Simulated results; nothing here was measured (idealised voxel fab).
Process module name: voxel fin reveal
The width of the displayed cross-section, cut, is 235 nm; its cells are square, with a size of 5 nm.
Square cells in a grid make up a cross-section in this document, and the grid is given as bands, listed from the top down, each one or more rows of cells. First you get the band's top height and its bottom height, in nm, and then the materials it's made of, left to right, with each width in nm. If you see a single material with "edge to edge", that one covers the band edge to edge. "empty" is empty space. Where do heights start? At 0: under that level the wafer as delivered is made of one material only. And the lowest band has no floor; it just carries on downward, as in "0 nm and below". A width given as "30..40" starts at the first number in the band's top row and ends at the second number in its bottom row, shifting by an equal amount at every step from row to row. It should be understood that the words "no change", when stated for a given step, signify that the cross-section underwent no change in any of its cells during that step. "Closed void inventory" means: voids of 8 cells or more that are shut off from the top with no open way through. Written width x height at distance, distance from the left edge, in nm. Text after the settings on a step's line: the simulator's own remark on that step. A step line may carry the setting "overlay nm", which, for steps involving a mask, states the distance by which the mask lay to the right of its intended position; negative values denote displacement to the left.
### The planned process steps are enumerated hereunder
1: op RECEIVE | material Si
2: op CONFORMAL_DEP | material SiN | thk nm 5
3: op PATTERN | tone cover | mask id FINS | material resist | width nm 15 | pitch nm 40 | thk nm 20 | overlay nm 0
4: op DIRECTIONAL_ETCH | etch materials SiN | depth nm 5
5: op DIRECTIONAL_ETCH | etch materials Si | depth nm 30
6: op STRIP | etch materials resist
7: op FILL_DEP | material SiO2 | thk nm 10
8: op CMP | height nm 5
9: op SELECTIVE_ETCH | etch materials SiO2 | depth nm 30
10: op STRIP | etch materials SiN
11: op CONFORMAL_DEP | material SiO2 | thk nm 5
Every wafer here starts from the same state; it is the step 5 depth nm that distinguishes them, and the value the plan gives belongs to the first wafer.
### Cross-section of the first of several wafers as received (after step 1)
    0 nm and below  Si edge to edge
    Closed void inventory: none
### End of the module, past its last step, step 11: how the first of several wafers looks in cross-section
    5 nm to 0 nm  empty (45), then SiO2 (25), then empty (15), then SiO2 (25), then empty (15), then SiO2 (25), then empty (15), then SiO2 (25), then empty (45)
    0 nm to -20 nm  empty (45), then SiO2 (5), then Si (15), then SiO2 (5), then empty (15), then SiO2 (5), then Si (15), then SiO2 (5), then empty (15), then SiO2 (5), then Si (15), then SiO2 (5), then empty (15), then SiO2 (5), then Si (15), then SiO2 (5), then empty (45)
    -20 nm to -30 nm  SiO2 (50), then Si (15), then SiO2 (25), then Si (15), then SiO2 (25), then Si (15), then SiO2 (25), then Si (15), then SiO2 (50)
    -30 nm and below  Si edge to edge
    Closed void inventory: none
### At the end of the module, the last of several wafers in cross-section
    5 nm to 0 nm  empty (45), then SiO2 (25), then empty (15), then SiO2 (25), then empty (15), then SiO2 (25), then empty (15), then SiO2 (25), then empty (45)
    0 nm to -20 nm  empty (45), then SiO2 (5), then Si (15), then SiO2 (5), then empty (15), then SiO2 (5), then Si (15), then SiO2 (5), then empty (15), then SiO2 (5), then Si (15), then SiO2 (5), then empty (15), then SiO2 (5), then Si (15), then SiO2 (5), then empty (45)
    -20 nm to -55 nm  SiO2 (50), then Si (15), then SiO2 (25), then Si (15), then SiO2 (25), then Si (15), then SiO2 (25), then Si (15), then SiO2 (50)
    -55 nm and below  Si edge to edge
    Closed void inventory: none
### Where each wafer stands at the end of the module, a row apiece: cells of each material gained (+) or lost (-) since it was received, then closed voids
depth nm 30; -210 Si; +122 SiO2; Closed void inventory: none
depth nm 35; -245 Si; +157 SiO2; Closed void inventory: none
depth nm 40; -280 Si; +192 SiO2; Closed void inventory: none
depth nm 45; -315 Si; +227 SiO2; Closed void inventory: none
depth nm 50; -350 Si; +262 SiO2; Closed void inventory: none
depth nm 55; -385 Si; +297 SiO2; Closed void inventory: none
